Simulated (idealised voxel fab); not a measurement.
Proc. module: voxel transistor to metal
Each square cell in cross-section cut measures 5 nm, and the section as a whole is 160 nm wide.
Cross-section, as written here: a square-cell grid given band by band from the top down, where a band holds one or more rows of cells. First you get the band's top height and its bottom height, in nm, and then the materials it's made of, left to right, with each width in nm. If you see a single material with "edge to edge", that one covers the band edge to edge. "air" is empty space. Measure heights from 0. That's the level where, below it, the as-received wafer is all one material. The lowest band is bottomless and extends downward; write it as in "0 and below". It should be noted that a width expressed as "30..40" varies in equal increments from row to row of cells within the band, taking the value of the first number at the top row and that of the second number at the bottom row. The designation "remained unchanged", where it is given for a processing step, indicates that no cell of the cross-section was altered in the course of that step. Look at "Closed void register" for the closed voids: empty spaces with no open path to the top, sized 8 cells or up. Each is width x height at distance, distance from the left edge, all nm. Post-settings text on a step line: simulator's own remark regarding the step. overlay nm: on a step with a mask, how far right of its planned place the mask lay; negative means left. From here on the document is pairs. In a pair, the cross-section before one process step comes with the cross-section after it, and the latter goes no deeper than the lowest band that changed. What lies in between, the step and its settings, is written under the pair. A pair may be from a different run of this module on the same starting wafer than the pair above it, so it continues from that pair only where its entry headed "Before-step section" says so.

### Before-step section
	85 down to 80  30 air / 25 Ru / 50 air / 25 Ru / 30 air
	80 down to 55  35 SiO2 / 5 TiN / 5 Ru / 5 TiN / 60 SiO2 / 5 TiN / 5 Ru / 5 TiN / 35 SiO2
	55 down to 50  35 SiCN / 15 TiN / 60 SiCN / 15 TiN / 35 SiCN
	50 down to 35  35 SiO2 / 5 TiN / 5 Ru / 5 TiN / 60 SiO2 / 5 TiN / 5 Ru / 5 TiN / 35 SiO2
	35 down to 25  35 SiO2 / 5 TiN / 5 Ru / 5 TiN / 15 SiO2 / 5 SiN / 20 SiCN / 5 SiN / 15 SiO2 / 5 TiN / 5 Ru / 5 TiN / 35 SiO2
	25 down to 0  35 SiO2 / 5 TiN / 5 Ru / 5 TiN / 15 SiO2 / 5 SiN / 20 polySi / 5 SiN / 15 SiO2 / 5 TiN / 5 Ru / 5 TiN / 35 SiO2
	0 down to -5  25 SiO2 / 5 SiN / 5 SiO2 / 15 TiN / 15 SiO2 / 5 SiN / 20 polySi / 5 SiN / 15 SiO2 / 15 TiN / 5 SiO2 / 5 SiN / 25 SiO2
	-5 down to -10  30 SiO2 / 35 pSi / 30 SiO2 / 35 pSi / 30 SiO2
	-10 down to -60  35 SiO2 / 90 Si / 35 SiO2
	-60 and below  Si edge to edge
	Closed void register: none

### Resulting Cross-Section
	90 down to 85  SiCN edge to edge
	85 down to 80  30 SiCN / 25 Ru / 50 SiCN / 25 Ru / 30 SiCN
	At heights below 80, the structure remains unaltered.
	Closed void register: none
In between the cross-sections above, the run called for FILL_DEP, material SiCN, thk nm 5

### Before-step section
	50 down to 35  35 SiO2 / 5 TiN / 5 Ru / 5 TiN / 60 SiO2 / 5 TiN / 5 Ru / 5 TiN / 35 SiO2
	35 down to 25  35 SiO2 / 5 TiN / 5 Ru / 5 TiN / 15 SiO2 / 5 SiN / 20 SiCN / 5 SiN / 15 SiO2 / 5 TiN / 5 Ru / 5 TiN / 35 SiO2
	25 down to 0  35 SiO2 / 5 TiN / 5 Ru / 5 TiN / 15 SiO2 / 5 SiN / 20 polySi / 5 SiN / 15 SiO2 / 5 TiN / 5 Ru / 5 TiN / 35 SiO2
	0 down to -5  25 SiO2 / 5 SiN / 5 SiO2 / 15 TiN / 15 SiO2 / 5 SiN / 20 polySi / 5 SiN / 15 SiO2 / 15 TiN / 5 SiO2 / 5 SiN / 25 SiO2
	-5 down to -10  30 SiO2 / 35 pSi / 30 SiO2 / 35 pSi / 30 SiO2
	-10 down to -35  35 SiO2 / 90 Si / 35 SiO2
	-35 and below  Si edge to edge
	Closed void register: none

### Resulting Cross-Section
	75 down to 50  SiO2 edge to edge
	At heights below 50, the structure remains unaltered.
	Closed void register: none
In between the cross-sections above, the run called for DIRECTIONAL_DEP, material SiO2, thk nm 25

Before-step section: per the after cross-section of the pair just above.

### Resulting Cross-Section
	80 down to 75  SiCN edge to edge
	At heights below 75, the structure remains unaltered.
	Closed void register: none
In between the cross-sections above, the run called for CONFORMAL_DEP, material SiCN, thk nm 5

Before-step section: per the after cross-section of the pair just above.

### Resulting Cross-Section
	95 down to 80  35 resist / 15 air / 60 resist / 15 air / 35 resist
	At heights below 80, the structure remains unaltered.
	Closed void register: none
In between the cross-sections above, the run called for PATTERN, tone open, mask id METAL_1, material resist, width nm 15, pitch nm 75, thk nm 15, overlay nm 0

Before-step section: per the after cross-section of the pair just above.

### Resulting Cross-Section
	95 down to 80  35 resist / 15 air / 60 resist / 15 air / 35 resist
	80 down to 75  35 SiCN / 15 air / 60 SiCN / 15 air / 35 SiCN
	At heights below 75, the structure remains unaltered.
	Closed void register: none
In between the cross-sections above, the run called for DIRECTIONAL_ETCH, etch materials SiCN, depth nm 5

Before-step section: per the after cross-section of the pair just above.

### Resulting Cross-Section
	80 down to 75  35 SiCN / 15 air / 60 SiCN / 15 air / 35 SiCN
	At heights below 75, the structure remains unaltered.
	Closed void register: none
In between the cross-sections above, the run called for STRIP, etch materials resist

Before-step section: per the after cross-section of the pair just above.

### Resulting Cross-Section
	85 down to 80  40 TiN / 5 air / 70 TiN / 5 air / 40 TiN
	80 down to 75  35 SiCN / 15 TiN / 60 SiCN / 15 TiN / 35 SiCN
	At heights below 75, the structure remains unaltered.
	Closed void register: none
In between the cross-sections above, the run called for CONFORMAL_DEP, material TiN, thk nm 5

Before-step section: per the after cross-section of the pair just above.

### Resulting Cross-Section
	90 down to 85  Ru edge to edge
	85 down to 80  40 TiN / 5 Ru / 70 TiN / 5 Ru / 40 TiN
	At heights below 80, the structure remains unaltered.
	Closed void register: none
In between the cross-sections above, the run called for FILL_DEP, material Ru, thk nm 5

Before-step section: per the after cross-section of the pair just above.

### Resulting Cross-Section
	80 down to 75  35 SiCN / 15 TiN / 60 SiCN / 15 TiN / 35 SiCN
	At heights below 75, the structure remains unaltered.
	Closed void register: none
In between the cross-sections above, the run called for CMP, height nm 80

Before-step section: per the after cross-section of the pair just above.

### Resulting Cross-Section
	85 down to 80  30 air / 25 Ru / 50 air / 25 Ru / 30 air
	At heights below 80, the structure remains unaltered.
	Closed void register: none
In between the cross-sections above, the run called for EPI, material Ru, thk nm 5

Before-step section: per the after cross-section of the pair just above.

### Resulting Cross-Section
	90 down to 85  SiCN edge to edge
	85 down to 80  30 SiCN / 25 Ru / 50 SiCN / 25 Ru / 30 SiCN
	At heights below 80, the structure remains unaltered.
	Closed void register: none
In between the cross-sections above, the run called for FILL_DEP, material SiCN, thk nm 5

### Before-step section
	0 down to -5  25 SiO2 / 110 air / 25 SiO2
	-5 down to -10  SiO2 edge to edge
	-10 down to -35  35 SiO2 / 90 Si / 35 SiO2
	-35 and below  Si edge to edge
	Closed void register: none

### Resulting Cross-Section
	40 down to 35  25 polySi / 110 air / 25 polySi
	35 down to 0  polySi edge to edge
	0 down to -5  25 SiO2 / 110 polySi / 25 SiO2
	At heights below -5, the structure remains unaltered.
	Closed void register: none
In between the cross-sections above, the run called for DIRECTIONAL_DEP, material polySi, thk nm 40

Before-step section: per the after cross-section of the pair just above.

### Resulting Cross-Section
	50 down to 45  25 SiCN / 110 air / 25 SiCN
	45 down to 40  SiCN edge to edge
	40 down to 35  25 polySi / 110 SiCN / 25 polySi
	At heights below 35, the structure remains unaltered.
	Closed void register: none
In between the cross-sections above, the run called for DIRECTIONAL_DEP, material SiCN, thk nm 10

Before-step section: per the after cross-section of the pair just above.

### Resulting Cross-Section
	45 down to 40  70 air / 20 SiCN / 70 air
	40 down to 35  25 polySi / 45 air / 20 SiCN / 45 air / 25 polySi
	At heights below 35, the structure remains unaltered.
	Closed void register: none
In between the cross-sections above, the run called for MASKED_ETCH, tone cover, mask id GATE, width nm 20, etch materials SiCN, depth nm 20, overlay nm 0

Before-step section: per the after cross-section of the pair just above.

### Resulting Cross-Section
	45 down to 35  70 air / 20 SiCN / 70 air
	35 down to 0  70 air / 20 polySi / 70 air
	0 down to -5  25 SiO2 / 45 air / 20 polySi / 45 air / 25 SiO2
	At heights below -5, the structure remains unaltered.
	Closed void register: none
In between the cross-sections above, the run called for MASKED_ETCH, tone cover, mask id GATE, width nm 20, etch materials polySi, depth nm 40, overlay nm 0

Before-step section: per the after cross-section of the pair just above.

### Resulting Cross-Section
	50 down to 45  65 air / 30 SiN / 65 air
	45 down to 35  65 air / 5 SiN / 20 SiCN / 5 SiN / 65 air
	35 down to 5  65 air / 5 SiN / 20 polySi / 5 SiN / 65 air
	5 down to 0  30 SiN / 35 air / 5 SiN / 20 polySi / 5 SiN / 35 air / 30 SiN
	0 down to -5  25 SiO2 / 45 SiN / 20 polySi / 45 SiN / 25 SiO2
	At heights below -5, the structure remains unaltered.
	Closed void register: none
In between the cross-sections above, the run called for CONFORMAL_DEP, material SiN, thk nm 5

Before-step section: per the after cross-section of the pair just above.

### Resulting Cross-Section
	45 down to 35  65 air / 5 SiN / 20 SiCN / 5 SiN / 65 air
	35 down to 0  65 air / 5 SiN / 20 polySi / 5 SiN / 65 air
	0 down to -5  25 SiO2 / 5 SiN / 35 air / 5 SiN / 20 polySi / 5 SiN / 35 air / 5 SiN / 25 SiO2
	At heights below -5, the structure remains unaltered.
	Closed void register: none
In between the cross-sections above, the run called for DIRECTIONAL_ETCH, etch materials SiN, depth nm 5

Before-step section: per the after cross-section of the pair just above.

### Resulting Cross-Section
	45 down to 35  65 air / 5 SiN / 20 SiCN / 5 SiN / 65 air
	35 down to 0  65 air / 5 SiN / 20 polySi / 5 SiN / 65 air
	0 down to -5  25 air / 5 SiN / 35 air / 5 SiN / 20 polySi / 5 SiN / 35 air / 5 SiN / 25 air
	-5 down to -10  30 SiO2 / 35 air / 30 SiO2 / 35 air / 30 SiO2
	At heights below -10, the structure remains unaltered.
	Closed void register: none
In between the cross-sections above, the run called for DIRECTIONAL_ETCH, etch materials SiO2, depth nm 5

Before-step section: per the after cross-section of the pair just above.

### Resulting Cross-Section
	45 down to 35  65 air / 5 SiN / 20 SiCN / 5 SiN / 65 air
	35 down to 0  65 air / 5 SiN / 20 polySi / 5 SiN / 65 air
	0 down to -5  25 air / 5 SiN / 35 air / 5 SiN / 20 polySi / 5 SiN / 35 air / 5 SiN / 25 air
	-5 down to -10  30 SiO2 / 35 pSi / 30 SiO2 / 35 pSi / 30 SiO2
	At heights below -10, the structure remains unaltered.
	Closed void register: none
In between the cross-sections above, the run called for EPI, material pSi, thk nm 5

Before-step section: per the after cross-section of the pair just above.

### Resulting Cross-Section
	55 down to 45  SiO2 edge to edge
	45 down to 35  65 SiO2 / 5 SiN / 20 SiCN / 5 SiN / 65 SiO2
	35 down to 0  65 SiO2 / 5 SiN / 20 polySi / 5 SiN / 65 SiO2
	0 down to -5  25 SiO2 / 5 SiN / 35 SiO2 / 5 SiN / 20 polySi / 5 SiN / 35 SiO2 / 5 SiN / 25 SiO2
	At heights below -5, the structure remains unaltered.
	Closed void register: none
In between the cross-sections above, the run called for FILL_DEP, material SiO2, thk nm 10

Before-step section: per the after cross-section of the pair just above.

### Resulting Cross-Section
	35 down to 0  65 SiO2 / 5 SiN / 20 polySi / 5 SiN / 65 SiO2
	At heights below 0, the structure remains unaltered.
	Closed void register: none
In between the cross-sections above, the run called for CMP, height nm 35

Before-step section: per the after cross-section of the pair just above.

### Resulting Cross-Section
	50 down to 35  SiO2 edge to edge
	At heights below 35, the structure remains unaltered.
	Closed void register: none
In between the cross-sections above, the run called for DIRECTIONAL_DEP, material SiO2, thk nm 15

Before-step section: per the after cross-section of the pair just above.

### Resulting Cross-Section
	50 down to 35  35 SiO2 / 15 air / 60 SiO2 / 15 air / 35 SiO2
	35 down to 0  35 SiO2 / 15 air / 15 SiO2 / 5 SiN / 20 polySi / 5 SiN / 15 SiO2 / 15 air / 35 SiO2
	0 down to -5  25 SiO2 / 5 SiN / 5 SiO2 / 15 air / 15 SiO2 / 5 SiN / 20 polySi / 5 SiN / 15 SiO2 / 15 air / 5 SiO2 / 5 SiN / 25 SiO2
	At heights below -5, the structure remains unaltered.
	Closed void register: none
In between the cross-sections above, the run called for MASKED_ETCH, tone open, mask id CONTACT, width nm 15, pitch nm 75, etch materials SiO2, depth nm 55, overlay nm 0

Before-step section: per the after cross-section of the pair just above.

### Resulting Cross-Section
	55 down to 50  40 TiN / 5 air / 70 TiN / 5 air / 40 TiN
	50 down to 35  35 SiO2 / 5 TiN / 5 air / 5 TiN / 60 SiO2 / 5 TiN / 5 air / 5 TiN / 35 SiO2
	35 down to 0  35 SiO2 / 5 TiN / 5 air / 5 TiN / 15 SiO2 / 5 SiN / 20 polySi / 5 SiN / 15 SiO2 / 5 TiN / 5 air / 5 TiN / 35 SiO2
	0 down to -5  25 SiO2 / 5 SiN / 5 SiO2 / 15 TiN / 15 SiO2 / 5 SiN / 20 polySi / 5 SiN / 15 SiO2 / 15 TiN / 5 SiO2 / 5 SiN / 25 SiO2
	At heights below -5, the structure remains unaltered.
	Closed void register: none
In between the cross-sections above, the run called for CONFORMAL_DEP, material TiN, thk nm 5

Before-step section: per the after cross-section of the pair just above.

### Resulting Cross-Section
	60 down to 55  Ru edge to edge
	55 down to 50  40 TiN / 5 Ru / 70 TiN / 5 Ru / 40 TiN
	50 down to 35  35 SiO2 / 5 TiN / 5 Ru / 5 TiN / 60 SiO2 / 5 TiN / 5 Ru / 5 TiN / 35 SiO2
	35 down to 0  35 SiO2 / 5 TiN / 5 Ru / 5 TiN / 15 SiO2 / 5 SiN / 20 polySi / 5 SiN / 15 SiO2 / 5 TiN / 5 Ru / 5 TiN / 35 SiO2
	At heights below 0, the structure remains unaltered.
	Closed void register: none
In between the cross-sections above, the run called for FILL_DEP, material Ru, thk nm 5

Before-step section: per the after cross-section of the pair just above.

### Resulting Cross-Section
	50 down to 35  35 SiO2 / 5 TiN / 5 Ru / 5 TiN / 60 SiO2 / 5 TiN / 5 Ru / 5 TiN / 35 SiO2
	At heights below 35, the structure remains unaltered.
	Closed void register: none
In between the cross-sections above, the run called for CMP, height nm 50

Before-step section: per the after cross-section of the pair just above.

### Resulting Cross-Section
	55 down to 50  SiCN edge to edge
	At heights below 50, the structure remains unaltered.
	Closed void register: none
In between the cross-sections above, the run called for CONFORMAL_DEP, material SiCN, thk nm 5

Before-step section: per the after cross-section of the pair just above.

### Resulting Cross-Section
	80 down to 55  SiO2 edge to edge
	At heights below 55, the structure remains unaltered.
	Closed void register: none
In between the cross-sections above, the run called for DIRECTIONAL_DEP, material SiO2, thk nm 25

Before-step section: per the after cross-section of the pair just above.

### Resulting Cross-Section
	95 down to 80  35 resist / 15 air / 60 resist / 15 air / 35 resist
	At heights below 80, the structure remains unaltered.
	Closed void register: none
In between the cross-sections above, the run called for PATTERN, tone open, mask id METAL_1, material resist, width nm 15, pitch nm 75, thk nm 15, overlay nm 0

Before-step section: per the after cross-section of the pair just above.

### Resulting Cross-Section
	95 down to 80  35 resist / 15 air / 60 resist / 15 air / 35 resist
	80 down to 55  35 SiO2 / 15 air / 60 SiO2 / 15 air / 35 SiO2
	At heights below 55, the structure remains unaltered.
	Closed void register: none
In between the cross-sections above, the run called for DIRECTIONAL_ETCH, etch materials SiO2, depth nm 25

Before-step section: per the after cross-section of the pair just above.

### Resulting Cross-Section
	95 down to 80  35 resist / 15 air / 60 resist / 15 air / 35 resist
	80 down to 55  35 SiO2 / 15 air / 60 SiO2 / 15 air / 35 SiO2
	55 down to 50  35 SiCN / 15 air / 60 SiCN / 15 air / 35 SiCN
	At heights below 50, the structure remains unaltered.
	Closed void register: none
In between the cross-sections above, the run called for DIRECTIONAL_ETCH, etch materials SiCN, depth nm 5

Before-step section: per the after cross-section of the pair just above.

### Resulting Cross-Section
	80 down to 55  35 SiO2 / 15 air / 60 SiO2 / 15 air / 35 SiO2
	At heights below 55, the structure remains unaltered.
	Closed void register: none
In between the cross-sections above, the run called for STRIP, etch materials resist

Before-step section: per the after cross-section of the pair just above.

### Resulting Cross-Section
	85 down to 80  40 TiN / 5 air / 70 TiN / 5 air / 40 TiN
	80 down to 55  35 SiO2 / 5 TiN / 5 air / 5 TiN / 60 SiO2 / 5 TiN / 5 air / 5 TiN / 35 SiO2
	55 down to 50  35 SiCN / 15 TiN / 60 SiCN / 15 TiN / 35 SiCN
	At heights below 50, the structure remains unaltered.
	Closed void register: none
In between the cross-sections above, the run called for CONFORMAL_DEP, material TiN, thk nm 5

Before-step section: per the after cross-section of the pair just above.

### Resulting Cross-Section
	90 down to 85  Ru edge to edge
	85 down to 80  40 TiN / 5 Ru / 70 TiN / 5 Ru / 40 TiN
	80 down to 55  35 SiO2 / 5 TiN / 5 Ru / 5 TiN / 60 SiO2 / 5 TiN / 5 Ru / 5 TiN / 35 SiO2
	At heights below 55, the structure remains unaltered.
	Closed void register: none
In between the cross-sections above, the run called for FILL_DEP, material Ru, thk nm 5

Before-step section: per the after cross-section of the pair just above.

### Resulting Cross-Section
	80 down to 55  35 SiO2 / 5 TiN / 5 Ru / 5 TiN / 60 SiO2 / 5 TiN / 5 Ru / 5 TiN / 35 SiO2
	At heights below 55, the structure remains unaltered.
	Closed void register: none
In between the cross-sections above, the run called for CMP, height nm 80

Before-step section: per the after cross-section of the pair just above.

### Resulting Cross-Section
	85 down to 80  30 air / 25 Ru / 50 air / 25 Ru / 30 air
	At heights below 80, the structure remains unaltered.
	Closed void register: none
In between the cross-sections above, the run called for EPI, material Ru, thk nm 5

Before-step section: per the after cross-section of the pair just above.

### Resulting Cross-Section
	90 down to 85  SiCN edge to edge
	85 down to 80  30 SiCN / 25 Ru / 50 SiCN / 25 Ru / 30 SiCN
	At heights below 80, the structure remains unaltered.
	Closed void register: none
In between the cross-sections above, the run called for FILL_DEP, material SiCN, thk nm 5

### Before-step section
	40 down to 35  25 SiCN / 110 air / 25 SiCN
	35 down to 30  SiCN edge to edge
	30 down to 25  25 polySi / 110 SiCN / 25 polySi
	25 down to 0  polySi edge to edge
	0 down to -5  25 SiO2 / 110 polySi / 25 SiO2
	-5 down to -10  SiO2 edge to edge
	-10 down to -35  35 SiO2 / 90 Si / 35 SiO2
	-35 and below  Si edge to edge
	Closed void register: none

### Resulting Cross-Section
	35 down to 30  65 air / 30 SiCN / 65 air
	30 down to 25  25 polySi / 40 air / 30 SiCN / 40 air / 25 polySi
	At heights below 25, the structure remains unaltered.
	Closed void register: none
In between the cross-sections above, the run called for MASKED_ETCH, tone cover, mask id GATE, width nm 30, etch materials SiCN, depth nm 20, overlay nm 0

Before-step section: per the after cross-section of the pair just above.

### Resulting Cross-Section
	35 down to 25  65 air / 30 SiCN / 65 air
	25 down to 0  65 air / 30 polySi / 65 air
	0 down to -5  25 SiO2 / 40 air / 30 polySi / 40 air / 25 SiO2
	At heights below -5, the structure remains unaltered.
	Closed void register: none
In between the cross-sections above, the run called for MASKED_ETCH, tone cover, mask id GATE, width nm 20, etch materials polySi, depth nm 40, overlay nm 0

Before-step section: per the after cross-section of the pair just above.

### Resulting Cross-Section
	40 down to 35  60 air / 40 SiN / 60 air
	35 down to 25  60 air / 5 SiN / 30 SiCN / 5 SiN / 60 air
	25 down to 5  60 air / 5 SiN / 30 polySi / 5 SiN / 60 air
	5 down to 0  30 SiN / 30 air / 5 SiN / 30 polySi / 5 SiN / 30 air / 30 SiN
	0 down to -5  25 SiO2 / 40 SiN / 30 polySi / 40 SiN / 25 SiO2
	At heights below -5, the structure remains unaltered.
	Closed void register: none
In between the cross-sections above, the run called for CONFORMAL_DEP, material SiN, thk nm 5

Before-step section: per the after cross-section of the pair just above.

### Resulting Cross-Section
	35 down to 25  60 air / 5 SiN / 30 SiCN / 5 SiN / 60 air
	25 down to 0  60 air / 5 SiN / 30 polySi / 5 SiN / 60 air
	0 down to -5  25 SiO2 / 5 SiN / 30 air / 5 SiN / 30 polySi / 5 SiN / 30 air / 5 SiN / 25 SiO2
	At heights below -5, the structure remains unaltered.
	Closed void register: none
In between the cross-sections above, the run called for DIRECTIONAL_ETCH, etch materials SiN, depth nm 5

Before-step section: per the after cross-section of the pair just above.

### Resulting Cross-Section
	35 down to 25  60 air / 5 SiN / 30 SiCN / 5 SiN / 60 air
	25 down to 0  60 air / 5 SiN / 30 polySi / 5 SiN / 60 air
	0 down to -5  25 air / 5 SiN / 30 air / 5 SiN / 30 polySi / 5 SiN / 30 air / 5 SiN / 25 air
	-5 down to -10  30 SiO2 / 30 air / 40 SiO2 / 30 air / 30 SiO2
	At heights below -10, the structure remains unaltered.
	Closed void register: none
In between the cross-sections above, the run called for DIRECTIONAL_ETCH, etch materials SiO2, depth nm 5

Before-step section: per the after cross-section of the pair just above.

### Resulting Cross-Section
	35 down to 25  60 air / 5 SiN / 30 SiCN / 5 SiN / 60 air
	25 down to 0  60 air / 5 SiN / 30 polySi / 5 SiN / 60 air
	0 down to -5  25 air / 5 SiN / 30 air / 5 SiN / 30 polySi / 5 SiN / 30 air / 5 SiN / 25 air
	-5 down to -10  30 SiO2 / 30 pSi / 40 SiO2 / 30 pSi / 30 SiO2
	At heights below -10, the structure remains unaltered.
	Closed void register: none
In between the cross-sections above, the run called for EPI, material pSi, thk nm 5

Before-step section: per the after cross-section of the pair just above.

### Resulting Cross-Section
	45 down to 35  SiO2 edge to edge
	35 down to 25  60 SiO2 / 5 SiN / 30 SiCN / 5 SiN / 60 SiO2
	25 down to 0  60 SiO2 / 5 SiN / 30 polySi / 5 SiN / 60 SiO2
	0 down to -5  25 SiO2 / 5 SiN / 30 SiO2 / 5 SiN / 30 polySi / 5 SiN / 30 SiO2 / 5 SiN / 25 SiO2
	At heights below -5, the structure remains unaltered.
	Closed void register: none
In between the cross-sections above, the run called for FILL_DEP, material SiO2, thk nm 10

Before-step section: per the after cross-section of the pair just above.

### Resulting Cross-Section
	35 down to 25  60 SiO2 / 5 SiN / 30 SiCN / 5 SiN / 60 SiO2
	At heights below 25, the structure remains unaltered.
	Closed void register: none
In between the cross-sections above, the run called for CMP, height nm 35

Before-step section: per the after cross-section of the pair just above.

### Resulting Cross-Section
	50 down to 35  SiO2 edge to edge
	At heights below 35, the structure remains unaltered.
	Closed void register: none
In between the cross-sections above, the run called for DIRECTIONAL_DEP, material SiO2, thk nm 15

Before-step section: per the after cross-section of the pair just above.

### Resulting Cross-Section
	50 down to 35  35 SiO2 / 15 air / 60 SiO2 / 15 air / 35 SiO2
	35 down to 25  35 SiO2 / 15 air / 10 SiO2 / 5 SiN / 30 SiCN / 5 SiN / 10 SiO2 / 15 air / 35 SiO2
	25 down to 0  35 SiO2 / 15 air / 10 SiO2 / 5 SiN / 30 polySi / 5 SiN / 10 SiO2 / 15 air / 35 SiO2
	0 down to -5  25 SiO2 / 5 SiN / 5 SiO2 / 15 air / 10 SiO2 / 5 SiN / 30 polySi / 5 SiN / 10 SiO2 / 15 air / 5 SiO2 / 5 SiN / 25 SiO2
	At heights below -5, the structure remains unaltered.
	Closed void register: none
In between the cross-sections above, the run called for MASKED_ETCH, tone open, mask id CONTACT, width nm 15, pitch nm 75, etch materials SiO2, depth nm 55, overlay nm 0

Before-step section: per the after cross-section of the pair just above.

### Resulting Cross-Section
	55 down to 50  40 TiN / 5 air / 70 TiN / 5 air / 40 TiN
	50 down to 35  35 SiO2 / 5 TiN / 5 air / 5 TiN / 60 SiO2 / 5 TiN / 5 air / 5 TiN / 35 SiO2
	35 down to 25  35 SiO2 / 5 TiN / 5 air / 5 TiN / 10 SiO2 / 5 SiN / 30 SiCN / 5 SiN / 10 SiO2 / 5 TiN / 5 air / 5 TiN / 35 SiO2
	25 down to 0  35 SiO2 / 5 TiN / 5 air / 5 TiN / 10 SiO2 / 5 SiN / 30 polySi / 5 SiN / 10 SiO2 / 5 TiN / 5 air / 5 TiN / 35 SiO2
	0 down to -5  25 SiO2 / 5 SiN / 5 SiO2 / 15 TiN / 10 SiO2 / 5 SiN / 30 polySi / 5 SiN / 10 SiO2 / 15 TiN / 5 SiO2 / 5 SiN / 25 SiO2
	At heights below -5, the structure remains unaltered.
	Closed void register: none
In between the cross-sections above, the run called for CONFORMAL_DEP, material TiN, thk nm 5

Before-step section: per the after cross-section of the pair just above.

### Resulting Cross-Section
	60 down to 55  Ru edge to edge
	55 down to 50  40 TiN / 5 Ru / 70 TiN / 5 Ru / 40 TiN
	50 down to 35  35 SiO2 / 5 TiN / 5 Ru / 5 TiN / 60 SiO2 / 5 TiN / 5 Ru / 5 TiN / 35 SiO2
	35 down to 25  35 SiO2 / 5 TiN / 5 Ru / 5 TiN / 10 SiO2 / 5 SiN / 30 SiCN / 5 SiN / 10 SiO2 / 5 TiN / 5 Ru / 5 TiN / 35 SiO2
	25 down to 0  35 SiO2 / 5 TiN / 5 Ru / 5 TiN / 10 SiO2 / 5 SiN / 30 polySi / 5 SiN / 10 SiO2 / 5 TiN / 5 Ru / 5 TiN / 35 SiO2
	At heights below 0, the structure remains unaltered.
	Closed void register: none
In between the cross-sections above, the run called for FILL_DEP, material Ru, thk nm 5

Before-step section: per the after cross-section of the pair just above.

### Resulting Cross-Section
	50 down to 35  35 SiO2 / 5 TiN / 5 Ru / 5 TiN / 60 SiO2 / 5 TiN / 5 Ru / 5 TiN / 35 SiO2
	At heights below 35, the structure remains unaltered.
	Closed void register: none
In between the cross-sections above, the run called for CMP, height nm 50

Before-step section: per the after cross-section of the pair just above.

### Resulting Cross-Section
	55 down to 50  SiCN edge to edge
	At heights below 50, the structure remains unaltered.
	Closed void register: none
In between the cross-sections above, the run called for CONFORMAL_DEP, material SiCN, thk nm 5

Before-step section: per the after cross-section of the pair just above.

### Resulting Cross-Section
	80 down to 55  SiO2 edge to edge
	At heights below 55, the structure remains unaltered.
	Closed void register: none
In between the cross-sections above, the run called for DIRECTIONAL_DEP, material SiO2, thk nm 25

Before-step section: per the after cross-section of the pair just above.

### Resulting Cross-Section
	95 down to 80  35 resist / 15 air / 60 resist / 15 air / 35 resist
	At heights below 80, the structure remains unaltered.
	Closed void register: none
In between the cross-sections above, the run called for PATTERN, tone open, mask id METAL_1, material resist, width nm 15, pitch nm 75, thk nm 15, overlay nm 0

Before-step section: per the after cross-section of the pair just above.

### Resulting Cross-Section
	95 down to 80  35 resist / 15 air / 60 resist / 15 air / 35 resist
	80 down to 55  35 SiO2 / 15 air / 60 SiO2 / 15 air / 35 SiO2
	At heights below 55, the structure remains unaltered.
	Closed void register: none
In between the cross-sections above, the run called for DIRECTIONAL_ETCH, etch materials SiO2, depth nm 25

Before-step section: per the after cross-section of the pair just above.

### Resulting Cross-Section
	95 down to 80  35 resist / 15 air / 60 resist / 15 air / 35 resist
	80 down to 55  35 SiO2 / 15 air / 60 SiO2 / 15 air / 35 SiO2
	55 down to 50  35 SiCN / 15 air / 60 SiCN / 15 air / 35 SiCN
	At heights below 50, the structure remains unaltered.
	Closed void register: none
In between the cross-sections above, the run called for DIRECTIONAL_ETCH, etch materials SiCN, depth nm 5

Before-step section: per the after cross-section of the pair just above.

### Resulting Cross-Section
	80 down to 55  35 SiO2 / 15 air / 60 SiO2 / 15 air / 35 SiO2
	At heights below 55, the structure remains unaltered.
	Closed void register: none
In between the cross-sections above, the run called for STRIP, etch materials resist

Before-step section: per the after cross-section of the pair just above.

### Resulting Cross-Section
	85 down to 80  40 TiN / 5 air / 70 TiN / 5 air / 40 TiN
	80 down to 55  35 SiO2 / 5 TiN / 5 air / 5 TiN / 60 SiO2 / 5 TiN / 5 air / 5 TiN / 35 SiO2
	55 down to 50  35 SiCN / 15 TiN / 60 SiCN / 15 TiN / 35 SiCN
	At heights below 50, the structure remains unaltered.
	Closed void register: none
In between the cross-sections above, the run called for CONFORMAL_DEP, material TiN, thk nm 5

Before-step section: per the after cross-section of the pair just above.

### Resulting Cross-Section
	90 down to 85  Ru edge to edge
	85 down to 80  40 TiN / 5 Ru / 70 TiN / 5 Ru / 40 TiN
	80 down to 55  35 SiO2 / 5 TiN / 5 Ru / 5 TiN / 60 SiO2 / 5 TiN / 5 Ru / 5 TiN / 35 SiO2
	At heights below 55, the structure remains unaltered.
	Closed void register: none
In between the cross-sections above, the run called for FILL_DEP, material Ru, thk nm 5

Before-step section: per the after cross-section of the pair just above.

### Resulting Cross-Section
	80 down to 55  35 SiO2 / 5 TiN / 5 Ru / 5 TiN / 60 SiO2 / 5 TiN / 5 Ru / 5 TiN / 35 SiO2
	At heights below 55, the structure remains unaltered.
	Closed void register: none
In between the cross-sections above, the run called for CMP, height nm 80

Before-step section: per the after cross-section of the pair just above.

### Resulting Cross-Section
	85 down to 80  30 air / 25 Ru / 50 air / 25 Ru / 30 air
	At heights below 80, the structure remains unaltered.
	Closed void register: none
In between the cross-sections above, the run called for EPI, material Ru, thk nm 5

Before-step section: per the after cross-section of the pair just above.

### Resulting Cross-Section
	90 down to 85  SiCN edge to edge
	85 down to 80  30 SiCN / 25 Ru / 50 SiCN / 25 Ru / 30 SiCN
	At heights below 80, the structure remains unaltered.
	Closed void register: none
In between the cross-sections above, the run called for FILL_DEP, material SiCN, thk nm 5

### Before-step section
	40 down to 35  25 SiCN / 110 air / 25 SiCN
	35 down to 30  SiCN edge to edge
	30 down to 25  25 polySi / 110 SiCN / 25 polySi
	25 down to 0  polySi edge to edge
	0 down to -5  25 SiO2 / 110 polySi / 25 SiO2
	-5 down to -10  SiO2 edge to edge
	-10 down to -35  35 SiO2 / 90 Si / 35 SiO2
	-35 and below  Si edge to edge
	Closed void register: none

### Resulting Cross-Section
	35 down to 30  75 air / 20 SiCN / 65 air
	30 down to 25  25 polySi / 50 air / 20 SiCN / 40 air / 25 polySi
	At heights below 25, the structure remains unaltered.
	Closed void register: none
In between the cross-sections above, the run called for MASKED_ETCH, tone cover, mask id GATE, width nm 20, etch materials SiCN, depth nm 20, overlay nm 5

Before-step section: per the after cross-section of the pair just above.

### Resulting Cross-Section
	35 down to 25  75 air / 20 SiCN / 65 air
	25 down to 0  70 air / 25 polySi / 65 air
	0 down to -5  25 SiO2 / 45 air / 25 polySi / 40 air / 25 SiO2
	At heights below -5, the structure remains unaltered.
	Closed void register: none
In between the cross-sections above, the run called for MASKED_ETCH, tone cover, mask id GATE, width nm 20, etch materials polySi, depth nm 40, overlay nm 0
